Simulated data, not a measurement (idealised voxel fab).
process module | voxel transistor to metal
For reference, the cross-section in this document is cut, with width 155 nm and square cells of 5 nm.
If you're reading a cross-section in this doc, picture square cells in a grid; it comes to you as bands, top ones listed first down to the bottom, and a band can be one or more rows of cells.
Heights first: top, then bottom, in nm. Then materials, left to right, each with a width in nm. "full width" on a single material: fills the band edge to edge. "air": empty space.
Below 0: as-received wafer, all one material; heights counted from there. Lowest band: no bottom, goes on down, written "z 0 and below".
Think of "30 to 40" as a width that walks from the first number to the second as you go down the band, top row to bottom row, taking equal-sized steps from row to row.
"nothing altered" after a step means that no cell of the cross-section changed.
Empty spaces counting at least 8 cells and having no open way to the top are listed in "Closed empty spaces". The notation width x height at distance is used for each, the distance being from the left edge and all three values in nm.
Read whatever lies past the settings on a step's line as the simulator's own remark about the step.
The line of a step may include "overlay nm". On a step with a mask, this value is how far to the right of its planned place the mask lay. A negative value means the mask lay to the left.

Planned step list for the process
| 1 | RECEIVE,material Si |
| 2 | OXIDIZE,depth nm 5 |
| 3 | CONFORMAL_DEP,material SiN,thk nm 15 |
| 4 | DIRECTIONAL_DEP,material aC,thk nm 15 |
| 5 | PATTERN,tone cover,mask id ACTIVE,material resist,width nm 110,thk nm 35,overlay nm 0 |
| 6 | DIRECTIONAL_ETCH,etch materials aC,depth nm 15 |
| 7 | STRIP,etch materials resist |
| 8 | DIRECTIONAL_ETCH,etch materials SiN,depth nm 15 |
| 9 | DIRECTIONAL_ETCH,etch materials SiO2,depth nm 5 |
| 10 | DIRECTIONAL_ETCH,etch materials Si,depth nm 35 |
| 11 | STRIP,etch materials aC |
| 12 | OXIDIZE,depth nm 5 |
| 13 | FILL_DEP,material SiO2,thk nm 15 |
| 14 | CMP,height nm 15 |
| 15 | SELECTIVE_ETCH,etch materials SiO2,depth nm 10 |
| 16 | STRIP,etch materials SiN |
| 17 | SELECTIVE_ETCH,etch materials SiO2,depth nm 5 |
| 18 | OXIDIZE,depth nm 5 |
| 19 | DIRECTIONAL_DEP,material polySi,thk nm 25 |
| 20 | DIRECTIONAL_DEP,material SiCN,thk nm 10 |
| 21 | DIRECTIONAL_DEP,material aC,thk nm 10 |
| 22 | PATTERN,tone cover,mask id GATE,material resist,width nm 20,thk nm 25,overlay nm 0 |
| 23 | DIRECTIONAL_ETCH,etch materials aC,depth nm 10 |
| 24 | STRIP,etch materials resist |
| 25 | DIRECTIONAL_ETCH,etch materials SiCN,depth nm 20 |
| 26 | DIRECTIONAL_ETCH,etch materials polySi,depth nm 35 |
| 27 | STRIP,etch materials aC |
| 28 | CONFORMAL_DEP,material SiN,thk nm 5 |
| 29 | DIRECTIONAL_ETCH,etch materials SiN,depth nm 5 |
| 30 | DIRECTIONAL_ETCH,etch materials SiO2,depth nm 5 |
| 31 | DIRECTIONAL_ETCH,etch materials Si,depth nm 10 |
| 32 | EPI,material pSi,thk nm 15 |
| 33 | FILL_DEP,material SiO2,thk nm 10 |
| 34 | CMP,height nm 30 |
| 35 | DIRECTIONAL_DEP,material SiO2,thk nm 15 |
| 36 | MASKED_ETCH,tone open,mask id CONTACT,width nm 30,pitch nm 60,etch materials SiO2,depth nm 50,overlay nm 0 |
| 37 | CONFORMAL_DEP,material TiN,thk nm 5 |
| 38 | FILL_DEP,material Ru,thk nm 10 |
| 39 | CMP,height nm 45 |
| 40 | CONFORMAL_DEP,material SiCN,thk nm 5 |
| 41 | DIRECTIONAL_DEP,material SiO2,thk nm 25 |
| 42 | PATTERN,tone open,mask id METAL_1,material resist,width nm 20,pitch nm 70,thk nm 20,overlay nm 0 |
| 43 | DIRECTIONAL_ETCH,etch materials SiO2,depth nm 25 |
| 44 | DIRECTIONAL_ETCH,etch materials SiCN,depth nm 5 |
| 45 | STRIP,etch materials resist |
| 46 | CONFORMAL_DEP,material TiN,thk nm 5 |
| 47 | FILL_DEP,material W,thk nm 5 |
| 48 | CMP,height nm 75 |
| 49 | EPI,material Ru,thk nm 5 |
| 50 | FILL_DEP,material SiCN,thk nm 5 |

Incoming wafer in cross-section (state: after step 1)
  z 0 and below = Si full width
  Closed empty spaces: none

One mistake in running the module, otherwise start and plan as above: cross-section at the end
  z 85 to 80 = SiCN full width
  z 80 to 75 = 25 nm SiCN, then 30 nm Ru, then 40 nm SiCN, then 30 nm Ru, then 30 nm SiCN
  z 75 to 50 = 30 nm SiO2, then 5 nm TiN, then 10 nm W, then 5 nm TiN, then 50 nm SiO2, then 5 nm TiN, then 10 nm W, then 5 nm TiN, then 35 nm SiO2
  z 50 to 45 = 30 nm SiCN, then 20 nm TiN, then 50 nm SiCN, then 20 nm TiN, then 35 nm SiCN
  z 45 to 30 = 30 nm SiO2, then 5 nm TiN, then 20 nm Ru, then 5 nm TiN, then 30 nm SiO2, then 5 nm TiN, then 20 nm Ru, then 5 nm TiN, then 35 nm SiO2
  z 30 to 20 = 30 nm SiO2, then 5 nm TiN, then 20 nm Ru, then 5 nm TiN, then 5 nm SiN, then 20 nm SiCN, then 5 nm SiN, then 5 nm TiN, then 20 nm Ru, then 5 nm TiN, then 35 nm SiO2
  z 20 to 10 = 30 nm SiO2, then 5 nm TiN, then 20 nm Ru, then 5 nm TiN, then 5 nm SiN, then 20 nm polySi, then 5 nm SiN, then 5 nm TiN, then 20 nm Ru, then 5 nm TiN, then 35 nm SiO2
  z 10 to 5 = 30 nm SiO2, then 5 nm TiN, then 5 nm Ru, then 20 nm TiN, then 5 nm SiN, then 20 nm polySi, then 5 nm SiN, then 20 nm TiN, then 5 nm Ru, then 5 nm TiN, then 35 nm SiO2
  z 5 to 0 = 30 nm SiO2, then 5 nm TiN, then 5 nm Ru, then 5 nm TiN, then 15 nm pSi, then 5 nm SiN, then 20 nm polySi, then 5 nm SiN, then 15 nm pSi, then 5 nm TiN, then 5 nm Ru, then 5 nm TiN, then 35 nm SiO2
  z 0 to -5 = 15 nm SiO2, then 5 nm SiN, then 10 nm SiO2, then 15 nm TiN, then 15 nm pSi, then 5 nm SiN, then 20 nm polySi, then 5 nm SiN, then 15 nm pSi, then 15 nm TiN, then 10 nm SiO2, then 5 nm SiN, then 20 nm SiO2
  z -5 to -10 = 20 nm SiO2, then 40 nm pSi, then 30 nm SiO2, then 40 nm pSi, then 25 nm SiO2
  z -10 to -20 = 25 nm SiO2, then 35 nm pSi, then 30 nm Si, then 35 nm pSi, then 30 nm SiO2
  z -20 to -80 = 25 nm SiO2, then 100 nm Si, then 30 nm SiO2
  z -80 and below = Si full width
  Closed empty spaces: none
What was done differently from what was planned? the plan had its step 10 run twice
